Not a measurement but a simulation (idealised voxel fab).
voxel spacer lines: a process module
The width of the displayed cross-section, cut, is 240 nm; its cells are square, with a size of 5 nm.
Square cells in a grid make up a cross-section in this document, and the grid is given as bands, listed from the top down, each one or more rows of cells.
Read a band's entry like this: the first values are the height of its top and the height of its bottom in nm, and what follows is the sequence of materials from left to right, each with its width in nm. Note that "blank" is empty space, and that a single material marked "everywhere" reaches across the band from edge to edge.
Measure heights from 0. That's the level where, below it, the as-received wafer is all one material. The lowest band is bottomless and extends downward; write it as in "0 nm and below".
Per-row width for "30 to 40": begins at first number (top row of band), ends at second number (bottom row), increment between rows held constant.
Basically "nothing changed" means that step didn't change any cell in the cross-section.
Listed in "Closed void list": every empty space of 8 or more cells without an open way to the top. Form: width x height at distance, the distance being from the left edge, all in nm.
after a step's settings: what the simulator itself notes on the step
overlay nm: mask right of planned place by this much (step with mask). Neg. = left.
The process steps that were planned are listed below
1) RECEIVE with material Si
2) CONFORMAL_DEP with material Al2O3, thk nm 10
3) DIRECTIONAL_DEP with material polySi, thk nm 20
4) DIRECTIONAL_DEP with material aC, thk nm 30
5) PATTERN with tone cover, mask id MANDREL, material resist, width nm 20, pitch nm 60, thk nm 40, overlay nm 0
6) DIRECTIONAL_ETCH with etch materials aC, depth nm 30
7) STRIP with etch materials resist
8) CONFORMAL_DEP with material SiO2, thk nm 10
9) DIRECTIONAL_ETCH with etch materials SiO2, depth nm 10
10) STRIP with etch materials aC
11) DIRECTIONAL_ETCH with etch materials polySi, depth nm 20
12) STRIP with etch materials SiO2
Cross-section of the incoming wafer, state after step 1
> 0 nm and below  Si everywhere
> Closed void list: none
Looking at the first of two wafers in cross-section at end of module - ran to plan
> 30 nm to 10 nm  blank: 40 | polySi: 10 | blank: 20 | polySi: 10 | blank: 20 | polySi: 10 | blank: 20 | polySi: 10 | blank: 20 | polySi: 10 | blank: 20 | polySi: 10 | blank: 40
> 10 nm to 0 nm  Al2O3 everywhere
> 0 nm and below  Si everywhere
> Closed void list: none
Cross-sectional view: second of two wafers, end of module; start and plan identical to the first, one mistake in running
> 30 nm to 10 nm  blank: 40 | polySi: 40 | blank: 20 | polySi: 40 | blank: 20 | polySi: 40 | blank: 40
> 10 nm to 0 nm  Al2O3 everywhere
> 0 nm and below  Si everywhere
> Closed void list: none
What went wrong in running the wafer? ran 10 and 11 in swapped order versus the plan
Final difference in cells, second wafer against first, listed per material as more or fewer: polySi +48
